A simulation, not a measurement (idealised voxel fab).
process module | voxel gate over fins
The width of the displayed cross-section, cut, is 205 nm; its cells are square, with a size of 5 nm.
Cross-section = grid of square cells, listed top down in bands; band = one or more rows.
Look at the band entry: it leads with the top's height and the bottom's height in nm. Then it lists the materials left to right, with a width in nm for each. The word "all across" on a single material says that material fills the band edge to edge. The word "air" is empty space.
Heights are reckoned from 0. Under this level, the received wafer is all of one material. The bottommost band is open-ended downward, for example "top 0, no bottom".
Graded width ("30..40"): value in top row of band = first number; value in bottom row = second number; row-to-row change constant.
Given "no alterations made" for a step, no cell of the cross-section differs between before and after that step.
If an empty space has no open way to the top and is at least 8 cells in size, "Unvented internal voids" lists it, written width x height at distance, where distance is measured from the left edge and every value is in nm.
Where a step's line continues beyond its settings, the continuation is a remark by the simulator itself on that step.
What "overlay nm" on a step's line means: if the step has a mask, that mask lay this far to the right of its planned place, or, when the value is negative, to the left.

So here's the lineup of process steps we planned:
1) RECEIVE [material Si]
2) CONFORMAL_DEP [material SiN] [thk nm 10]
3) DIRECTIONAL_DEP [material aC] [thk nm 10]
4) PATTERN [tone cover] [mask id FINS] [material resist] [width nm 15] [pitch nm 40] [thk nm 30] [overlay nm 0]
5) DIRECTIONAL_ETCH [etch materials aC] [depth nm 10]
6) STRIP [etch materials resist]
7) DIRECTIONAL_ETCH [etch materials SiN] [depth nm 10]
8) DIRECTIONAL_ETCH [etch materials Si] [depth nm 35]
9) STRIP [etch materials aC]
10) OXIDIZE [depth nm 5]
11) FILL_DEP [material SiO2] [thk nm 10]
12) CMP [height nm 10]
13) SELECTIVE_ETCH [etch materials SiO2] [depth nm 25]
14) STRIP [etch materials SiN]
15) CONFORMAL_DEP [material HfO2] [thk nm 5]
16) CONFORMAL_DEP [material TiN] [thk nm 5]
17) CONFORMAL_DEP [material TiAl] [thk nm 5]
18) CONFORMAL_DEP [material TiN] [thk nm 5]
19) FILL_DEP [material W] [thk nm 10]
20) CMP [height nm 25]
21) CONFORMAL_DEP [material SiCN] [thk nm 10]

As-received state of the wafer in cross-section, equivalent to post-step 1:
  top 0, no bottom: Si all across
  Unvented internal voids: none

Same starting wafer, same plan as above, one mistake in the execution; this is the cross-section at the end of the module:
  top 35, bottom 25: SiCN all across
  top 25, bottom 20: W all across
  top 20, bottom 15: W (40); TiN (125); W (40)
  top 15, bottom 10: W (40); TiN (5); TiAl (35); TiN (5); TiAl (35); TiN (5); TiAl (35); TiN (5); W (40)
  top 10, bottom 5: W (40); TiN (5); TiAl (5); TiN (25); TiAl (5); TiN (5); TiAl (5); TiN (25); TiAl (5); TiN (5); TiAl (5); TiN (25); TiAl (5); TiN (5); W (40)
  top 5, bottom 0: TiN (45); TiAl (5); TiN (5); HfO2 (15); TiN (5); TiAl (5); TiN (5); TiAl (5); TiN (5); HfO2 (15); TiN (5); TiAl (5); TiN (5); TiAl (5); TiN (5); HfO2 (15); TiN (5); TiAl (5); TiN (45)
  top 0, bottom -5: TiAl (50); TiN (5); HfO2 (5); Si (5); HfO2 (5); TiN (5); TiAl (15); TiN (5); HfO2 (5); Si (5); HfO2 (5); TiN (5); TiAl (15); TiN (5); HfO2 (5); Si (5); HfO2 (5); TiN (5); TiAl (50)
  top -5, bottom -10: TiN (55); HfO2 (5); Si (5); HfO2 (5); TiN (25); HfO2 (5); Si (5); HfO2 (5); TiN (25); HfO2 (5); Si (5); HfO2 (5); TiN (55)
  top -10, bottom -15: HfO2 (60); Si (5); HfO2 (35); Si (5); HfO2 (35); Si (5); HfO2 (60)
  top -15, bottom -50: SiO2 (60); Si (5); SiO2 (35); Si (5); SiO2 (35); Si (5); SiO2 (60)
  top -50, no bottom: Si all across
  Unvented internal voids: none
The plan and the run diverged here: step 8 did not happen as planned, as run it was DIRECTIONAL_ETCH [etch materials Si] [depth nm 45]
